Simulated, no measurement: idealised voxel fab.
voxel ribs on slabs: a process module
We display cut, a cross-section 265 nm in width whose square cells are each 5 nm.
Square cells in a grid make up a cross-section in this document, and the grid is given as bands, listed from the top down, each one or more rows of cells. Band: top height; bottom height; in nm. Then, left to right: material with width in nm, for each material. "edge to edge": a single material spanning edge to edge. "air": empty space. Heights are reckoned from 0. Under this level, the received wafer is all of one material. The bottommost band is open-ended downward, for example "0 nm and below". When a width is written as two numbers, as in "30->40", the first number is the width in the top row of cells of the band and the second is the width in its bottom row, and the width changes by the same amount from each row to the next. Where the words "no modification" appear for a step, the cross-section shows no cell changed by that step; every cell remained as before. "Trapped cavities": empty spaces of 8 cells or more with no open way to the top, each given as width x height at distance, distance from the left edge, all in nm. That trailing text on a step's line, after the settings, is the simulator's own remark on the step. overlay nm: on a step with a mask, how far right of its planned place the mask lay; negative means left.

**Process steps - plan**
1,op RECEIVE | material Si
2,op DIRECTIONAL_DEP | material SiO2 | thk nm 30
3,op DIRECTIONAL_DEP | material SiN | thk nm 15
4,op PATTERN | tone cover | mask id RIB | material resist | width nm 20 | thk nm 20 | overlay nm 0
5,op DIRECTIONAL_ETCH | etch materials SiN | depth nm 10
6,op STRIP | etch materials resist
7,op PATTERN | tone cover | mask id SLAB | material resist | width nm 80 | thk nm 20 | overlay nm 0
8,op DIRECTIONAL_ETCH | etch materials SiN | depth nm 5
9,op STRIP | etch materials resist
10,op FILL_DEP | material SiO2 | thk nm 20
11,op CMP | height nm 55
12,op DIRECTIONAL_DEP | material W | thk nm 5
13,op DIRECTIONAL_DEP | material aC | thk nm 15
14,op PATTERN | tone cover | mask id HEATER | material resist | width nm 30 | thk nm 30 | overlay nm 0
15,op DIRECTIONAL_ETCH | etch materials aC | depth nm 15
16,op STRIP | etch materials resist
17,op DIRECTIONAL_ETCH | etch materials W | depth nm 5
18,op STRIP | etch materials aC
19,op CONFORMAL_DEP | material SiO2 | thk nm 10

**As-received state of the wafer in cross-section, equivalent to post-step 1**
> 0 nm and below | Si edge to edge
> Trapped cavities: none

**The first of the two wafers as seen in cross-section once the module was finished; processing followed the plan**
> 70 nm to 65 nm | air 105, SiO2 50, air 110
> 65 nm to 60 nm | SiO2 edge to edge
> 60 nm to 55 nm | SiO2 115, W 30, SiO2 120
> 55 nm to 45 nm | SiO2 edge to edge
> 45 nm to 35 nm | SiO2 120, SiN 20, SiO2 125
> 35 nm to 30 nm | SiO2 90, SiN 80, SiO2 95
> 30 nm to 0 nm | SiO2 edge to edge
> 0 nm and below | Si edge to edge
> Trapped cavities: none

**Cross-section at end of module for the second wafer of two, which matched the first in starting point and plan and differed by one mistake in its processing**
> 70 nm to 65 nm | air 105, SiO2 50, air 110
> 65 nm to 60 nm | SiO2 edge to edge
> 60 nm to 55 nm | SiO2 115, W 30, SiO2 120
> 55 nm to 45 nm | SiO2 edge to edge
> 45 nm to 35 nm | SiO2 120, SiN 20, SiO2 125
> 35 nm to 30 nm | SiO2 85, SiN 90, SiO2 90
> 30 nm to 0 nm | SiO2 edge to edge
> 0 nm and below | Si edge to edge
> Trapped cavities: none
Against the plan, the run slipped here: not per plan at step 7, really ran op PATTERN | tone cover | mask id SLAB | material resist | width nm 90 | thk nm 20 | overlay nm 0
The second wafer ends with more or fewer cells of some materials than the first, per final count: SiN +2; SiO2 -2
